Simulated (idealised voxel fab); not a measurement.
process module | voxel gate over fins
cross-section cut | 210 nm wide | cells 5 nm
A cross-section is a grid of square cells, given in bands from the top down. A band is one or more rows of cells.
Each band's line starts with the height of the band's top and of its bottom, in nm. Then come its materials from left to right, each with its width in nm. One material with "throughout" fills the band from edge to edge. "air" is empty space.
Height 0 is the level under which the wafer as received is all one material. The lowest band goes on downwards, as in "0 down".
A width such as "30 to 40" changes by the same amount from each row of cells to the next, from the band's top row to its bottom row.
"no change" after a step means that no cell of the cross-section changed.
closed voids: empty space of 8 cells or more with no open way to the top, each as width x height at its distance from the left edge, in nm
after a step's settings: what the simulator itself notes on the step
overlay nm, on a step with a mask: how far to the right of its planned place the mask lay; to the left if negative
plan
1 op RECEIVE | material Si
2 op CONFORMAL_DEP | material SiN | thk nm 10
3 op MASKED_ETCH | tone cover | mask id FINS | width nm 15 | pitch nm 35 | etch materials SiN | depth nm 10 | overlay nm 0
4 op MASKED_ETCH | tone cover | mask id FINS | width nm 15 | pitch nm 35 | etch materials Si | depth nm 40 | overlay nm 0
5 op OXIDIZE | depth nm 5
6 op FILL_DEP | material SiO2 | thk nm 10
7 op CMP | height nm 10
8 op SELECTIVE_ETCH | etch materials SiO2 | depth nm 20
9 op STRIP | etch materials SiN
10 op CONFORMAL_DEP | material HfO2 | thk nm 5
11 op CONFORMAL_DEP | material TiN | thk nm 5
12 op FILL_DEP | material W | thk nm 10
13 op CMP | height nm 15
14 op CONFORMAL_DEP | material SiCN | thk nm 10
as received, after step 1
  0 down: Si throughout
  closed voids: none
first wafer at the end, as planned
  25 to 15: SiCN throughout
  15 to 10: W throughout
  10 to 5: W 75 | TiN 25 | W 10 | TiN 25 | W 75
  5 to 0: W 75 | TiN 5 | HfO2 15 | TiN 5 | W 10 | TiN 5 | HfO2 15 | TiN 5 | W 75
  0 to -5: TiN 80 | HfO2 5 | Si 5 | HfO2 5 | TiN 20 | HfO2 5 | Si 5 | HfO2 5 | TiN 80
  -5 to -10: HfO2 85 | Si 5 | HfO2 30 | Si 5 | HfO2 85
  -10 to -45: SiO2 85 | Si 5 | SiO2 30 | Si 5 | SiO2 85
  -45 down: Si throughout
  closed voids: none
second wafer at the end: like start, like plan, one mistake
  25 to 15: SiCN throughout
  15 to 10: W throughout
  10 to 5: TiN 85 | W 5 | TiN 30 | W 5 | TiN 85
  5 to 0: HfO2 80 | TiN 15 | HfO2 20 | TiN 15 | HfO2 80
  0 to -5: Si 75 | HfO2 25 | Si 10 | HfO2 25 | Si 75
  -5 down: Si throughout
  closed voids: none
what went wrong: step 3 ran as: op MASKED_ETCH | tone open | mask id FINS | width nm 15 | pitch nm 35 | etch materials SiN | depth nm 10 | overlay nm 0
at the end the second wafer has, in cells: 4 fewer of HfO2 | 350 more of Si | 280 fewer of SiO2 | 4 fewer of TiN | 62 fewer of W
